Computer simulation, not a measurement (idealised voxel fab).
The following process module bears the name voxel trench capacitor.
The width of the displayed cross-section, cut, is 165 nm; its cells are square, with a size of 5 nm.
The cross-sections in this document take the form of a grid made of square cells. They are written out as bands, in order from top to bottom. Each band consists of one or more rows of cells. Quick guide to a band line: top height, bottom height (nm) up front; then every material left to right with its width in nm. Only one material and it's marked "full width"? Then it fills the band edge to edge. And "empty" just means empty space. It should be noted that heights are counted from 0, beneath which the wafer as supplied is of one material throughout, and that the lowest band possesses no lower boundary but continues downward, as written in "top 0, no bottom". The two numbers in a width such as "30 to 40" mark its ends across the band: the first belongs to the top row of cells, the second to the bottom row, and from each row to the next the width moves by the same amount. For the purposes of this document, the phrase "stayed the same" attached to a step denotes that no cell within the cross-section was modified by that step. Listed in "Closed void inventory": every empty space of 8 or more cells without an open way to the top. Form: width x height at distance, the distance being from the left edge, all in nm. Where a step's line continues beyond its settings, the continuation is a remark by the simulator itself on that step. "overlay nm", when on a step's line for a step with a mask, measures how far to the right of its planned place the mask lay; a negative measure means to the left.

Set out below are the planned steps of the process:
- 1: RECEIVE with material Si
- 2: CONFORMAL_DEP with material SiN, thk nm 10
- 3: MASKED_ETCH with tone open, mask id TRENCH, width nm 30, pitch nm 60, etch materials SiN, depth nm 10, overlay nm 0
- 4: MASKED_ETCH with tone open, mask id TRENCH, width nm 30, pitch nm 60, etch materials Si, depth nm 35, overlay nm 0
- 5: CONFORMAL_DEP with material Al2O3, thk nm 5
- 6: CONFORMAL_DEP with material TiN, thk nm 5
- 7: FILL_DEP with material W, thk nm 10
- 8: CMP with height nm 10

So this is the incoming wafer in cross-section - it's already been through step 1:
* top 0, no bottom = Si full width
* Closed void inventory: none

As-planned run: cross-section of the first of two wafers at end of module:
* top 10, bottom 0 = 35 nm SiN  5 nm Al2O3  5 nm TiN  10 nm W  5 nm TiN  5 nm Al2O3  30 nm SiN  5 nm Al2O3  5 nm TiN  10 nm W  5 nm TiN  5 nm Al2O3  40 nm SiN
* top 0, bottom -25 = 35 nm Si  5 nm Al2O3  5 nm TiN  10 nm W  5 nm TiN  5 nm Al2O3  30 nm Si  5 nm Al2O3  5 nm TiN  10 nm W  5 nm TiN  5 nm Al2O3  40 nm Si
* top -25, bottom -30 = 35 nm Si  5 nm Al2O3  20 nm TiN  5 nm Al2O3  30 nm Si  5 nm Al2O3  20 nm TiN  5 nm Al2O3  40 nm Si
* top -30, bottom -35 = 35 nm Si  30 nm Al2O3  30 nm Si  30 nm Al2O3  40 nm Si
* top -35, no bottom = Si full width
* Closed void inventory: none

This is the second of the two wafers, cross-sectioned at the end of the module; it started exactly like the first and was given the same plan, but it was run with one mistake:
* top 10, bottom 5 = 30 nm TiN  5 nm Al2O3  30 nm SiN  5 nm Al2O3  20 nm TiN  5 nm Al2O3  30 nm SiN  5 nm Al2O3  35 nm TiN
* top 5, bottom 0 = 35 nm Al2O3  30 nm SiN  30 nm Al2O3  30 nm SiN  40 nm Al2O3
* top 0, no bottom = Si full width
* Closed void inventory: none
Deviation from plan: step 3, actual vs plan mismatch, actual run MASKED_ETCH with tone cover, mask id TRENCH, width nm 30, pitch nm 60, etch materials SiN, depth nm 10, overlay nm 0
Final tally in cells, some materials are higher or lower on the second wafer than on the first: Al2O3: 19 fewer; Si: 84 more; SiN: 18 fewer; TiN: 19 fewer; W: 28 fewer
